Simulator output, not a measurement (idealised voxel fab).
process module | voxel air gaps
cross-section cut | 235 nm wide | cells 5 nm
A cross-section is a grid of square cells, given in bands from the top down. A band is one or more rows of cells.
Each band's line starts with the height of the band's top and of its bottom, in nm. Then come its materials from left to right, each with its width in nm. One material with "throughout" fills the band from edge to edge. "air" is empty space.
Height 0 is the level under which the wafer as received is all one material. The lowest band goes on downwards, as in "0 down".
A width such as "30 to 40" changes by the same amount from each row of cells to the next, from the band's top row to its bottom row.
"no change" after a step means that no cell of the cross-section changed.
closed voids: empty space of 8 cells or more with no open way to the top, each as width x height at its distance from the left edge, in nm
after a step's settings: what the simulator itself notes on the step
overlay nm, on a step with a mask: how far to the right of its planned place the mask lay; to the left if negative
plan
1 op RECEIVE | material Si
2 op CONFORMAL_DEP | material SiO2 | thk nm 10
3 op CONFORMAL_DEP | material SiN | thk nm 5
4 op DIRECTIONAL_DEP | material SiO2 | thk nm 40
5 op DIRECTIONAL_DEP | material aC | thk nm 15
6 op PATTERN | tone open | mask id LINES | material resist | width nm 25 | pitch nm 55 | thk nm 30 | overlay nm -5
7 op DIRECTIONAL_ETCH | etch materials aC | depth nm 15
8 op STRIP | etch materials resist
9 op DIRECTIONAL_ETCH | etch materials SiO2 | depth nm 40
10 op STRIP | etch materials aC
11 op CONFORMAL_DEP | material TiN | thk nm 5
12 op FILL_DEP | material Cu | thk nm 5
13 op CMP | height nm 55
14 op EPI | material Ru | thk nm 10
15 op SELECTIVE_ETCH | etch materials SiO2 | depth nm 50
16 op CONFORMAL_DEP | material SiCN | thk nm 5
varied across the wafers: overlay nm of step 6. The plan shows the first wafer's value. All wafers start alike
first wafer as received, after step 1
  0 down: Si throughout
  closed voids: none
first wafer at the end, after step 16
  70 to 65: SiCN 220 | air 15
  65 to 55: SiCN 5 | Ru 45 | SiCN 10 | Ru 45 | SiCN 10 | Ru 45 | SiCN 10 | Ru 45 | SiCN 5 | air 15
  55 to 50: SiCN 15 | TiN 5 | Cu 15 | TiN 5 | SiCN 30 | TiN 5 | Cu 15 | TiN 5 | SiCN 30 | TiN 5 | Cu 15 | TiN 5 | SiCN 30 | TiN 5 | Cu 15 | TiN 5 | SiCN 15 | air 15
  50 to 20: air 10 | SiCN 5 | TiN 5 | Cu 15 | TiN 5 | SiCN 5 | air 20 | SiCN 5 | TiN 5 | Cu 15 | TiN 5 | SiCN 5 | air 20 | SiCN 5 | TiN 5 | Cu 15 | TiN 5 | SiCN 5 | air 20 | SiCN 5 | TiN 5 | Cu 15 | TiN 5 | SiCN 5 | air 25
  20 to 15: SiCN 15 | TiN 25 | SiCN 30 | TiN 25 | SiCN 30 | TiN 25 | SiCN 30 | TiN 25 | SiCN 30
  15 to 10: SiN throughout
  10 to 0: SiO2 throughout
  0 down: Si throughout
  closed voids: 10 x 30 at 0; 20 x 30 at 45; 20 x 30 at 100; 20 x 30 at 155
last wafer at the end
  70 to 65: air 15 | SiCN 220
  65 to 55: air 15 | SiCN 5 | Ru 45 | SiCN 10 | Ru 45 | SiCN 10 | Ru 45 | SiCN 10 | Ru 45 | SiCN 5
  55 to 50: air 15 | SiCN 15 | TiN 5 | Cu 15 | TiN 5 | SiCN 30 | TiN 5 | Cu 15 | TiN 5 | SiCN 30 | TiN 5 | Cu 15 | TiN 5 | SiCN 30 | TiN 5 | Cu 15 | TiN 5 | SiCN 15
  50 to 20: air 25 | SiCN 5 | TiN 5 | Cu 15 | TiN 5 | SiCN 5 | air 20 | SiCN 5 | TiN 5 | Cu 15 | TiN 5 | SiCN 5 | air 20 | SiCN 5 | TiN 5 | Cu 15 | TiN 5 | SiCN 5 | air 20 | SiCN 5 | TiN 5 | Cu 15 | TiN 5 | SiCN 5 | air 10
  20 to 15: SiCN 30 | TiN 25 | SiCN 30 | TiN 25 | SiCN 30 | TiN 25 | SiCN 30 | TiN 25 | SiCN 15
  15 to 10: SiN throughout
  10 to 0: SiO2 throughout
  0 down: Si throughout
  closed voids: 20 x 30 at 60; 20 x 30 at 115; 20 x 30 at 170; 10 x 30 at 225
each wafer at the end: cells of each material gained (+) or lost (-) since it was received, then its closed voids
overlay nm -5 | +84 Cu | +72 Ru | +159 SiCN | +47 SiN | +94 SiO2 | +76 TiN | closed voids: 10 x 30 at 0; 20 x 30 at 45; 20 x 30 at 100; 20 x 30 at 155
overlay nm 0 | +84 Cu | +72 Ru | +159 SiCN | +47 SiN | +94 SiO2 | +76 TiN | closed voids: 20 x 30 at 50; 20 x 30 at 105; 20 x 30 at 160
overlay nm 5 | +84 Cu | +72 Ru | +159 SiCN | +47 SiN | +94 SiO2 | +76 TiN | closed voids: 20 x 30 at 55; 20 x 30 at 110; 20 x 30 at 165
overlay nm 10 | +84 Cu | +72 Ru | +159 SiCN | +47 SiN | +94 SiO2 | +76 TiN | closed voids: 20 x 30 at 60; 20 x 30 at 115; 20 x 30 at 170; 10 x 30 at 225
